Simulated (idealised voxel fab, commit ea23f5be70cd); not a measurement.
Proc. module: voxel self aligned vias
The cross-section on display is named cut; it measures 250 nm wide, and its cells are 5 nm squares.
In this document a cross-section is written as a grid of square cells. It is given as a series of bands, listed from the top down, and a band is one or more rows of cells.
This entry defines a band. It first specifies the height of the band's top and the height of its bottom in nm, and then specifies the band's materials from left to right, stating each material with its width in nm. The word "everywhere" identifies a single material that fills the band from edge to edge, while the word "blank" identifies empty space.
Height reference: 0 = level under which incoming wafer is all one material. Lowest band: no bottom, runs on downward, e.g. "0 and below".
With a width like "30->40", each row of cells in the band differs from the next by the same amount, the top row carrying the first number and the bottom row the second.
Step note "changes: none" = no cross-section cell changed.
"Enclosed cavity list" enumerates empty spaces isolated from the top, with no open way to it, that contain at least 8 cells, giving each as width x height at distance from the left edge, all three in nm.
Anything after a step's settings on that line? It's the simulator's own note about the step.
overlay nm: for a step with a mask, the amount by which the mask lay right of where it was planned; a negative amount means left of it.

Steps in the process plan:
- 1: RECEIVE: material Si
- 2: CONFORMAL_DEP: material SiO2, thk nm 15
- 3: CONFORMAL_DEP: material SiCN, thk nm 5
- 4: DIRECTIONAL_DEP: material lowk, thk nm 25
- 5: MASKED_ETCH: tone open, mask id LINES, width nm 25, pitch nm 60, etch materials lowk, depth nm 25, overlay nm 0
- 6: CONFORMAL_DEP: material TiN, thk nm 5
- 7: FILL_DEP: material W, thk nm 5
- 8: CMP: height nm 45
- 9: SELECTIVE_ETCH: etch materials W Ru TiN, depth nm 10
- 10: FILL_DEP: material SiN, thk nm 5
- 11: CMP: height nm 45
- 12: DIRECTIONAL_DEP: material lowk, thk nm 20
- 13: DIRECTIONAL_DEP: material aC, thk nm 10
- 14: PATTERN: tone open, mask id VIAS, material resist, width nm 45, pitch nm 60, thk nm 30, overlay nm 0
- 15: DIRECTIONAL_ETCH: etch materials aC, depth nm 10
- 16: STRIP: etch materials resist
- 17: DIRECTIONAL_ETCH: etch materials lowk, depth nm 20
- 18: DIRECTIONAL_ETCH: etch materials SiN, depth nm 10
- 19: STRIP: etch materials aC
- 20: CONFORMAL_DEP: material TiN, thk nm 5
- 21: FILL_DEP: material Cu, thk nm 10
- 22: CMP: height nm 65
- 23: CONFORMAL_DEP: material SiCN, thk nm 5

As-received state of the wafer in cross-section, equivalent to post-step 1:
0 and below  Si everywhere
Enclosed cavity list: none

Cross-section: first of two wafers, module finished, run according to plan:
70 down to 65  SiCN everywhere
65 down to 50  lowk (70)  TiN (5)  Cu (35)  TiN (5)  lowk (15)  TiN (5)  Cu (35)  TiN (5)  lowk (75)
50 down to 40  lowk (70->80)  TiN (15->5)  Cu (15)  TiN (15->5)  lowk (15->35)  TiN (15->5)  Cu (15)  TiN (15->5)  lowk (75->85)
40 down to 35  lowk (80)  TiN (25)  lowk (35)  TiN (25)  lowk (85)
35 down to 25  lowk (80)  TiN (5)  W (15)  TiN (5)  lowk (35)  TiN (5)  W (15)  TiN (5)  lowk (85)
25 down to 20  lowk (80)  TiN (25)  lowk (35)  TiN (25)  lowk (85)
20 down to 15  SiCN everywhere
15 down to 0  SiO2 everywhere
0 and below  Si everywhere
Enclosed cavity list: none

Second wafer through the module, sectioned at the end: same beginning and same plan as the first wafer, with one mistake in carrying it out:
70 down to 65  SiCN everywhere
65 down to 50  lowk (70)  TiN (5)  Cu (35)  TiN (5)  lowk (15)  TiN (5)  Cu (35)  TiN (5)  lowk (75)
50 down to 40  lowk (70->80)  TiN (15->5)  Cu (15)  TiN (15->5)  lowk (15->35)  TiN (15->5)  Cu (15)  TiN (15->5)  lowk (75->85)
40 down to 35  lowk (80)  TiN (25)  lowk (35)  TiN (25)  lowk (85)
35 down to 30  SiCN everywhere
30 down to 0  SiO2 everywhere
0 and below  Si everywhere
Enclosed cavity list: none
Diagnosis: plan step 2 was twice executed
Upon completion, the second wafer contains, in terms of cells, a greater or smaller amount of certain materials than the first wafer: +150 SiO2; -18 TiN; -12 W; -120 lowk
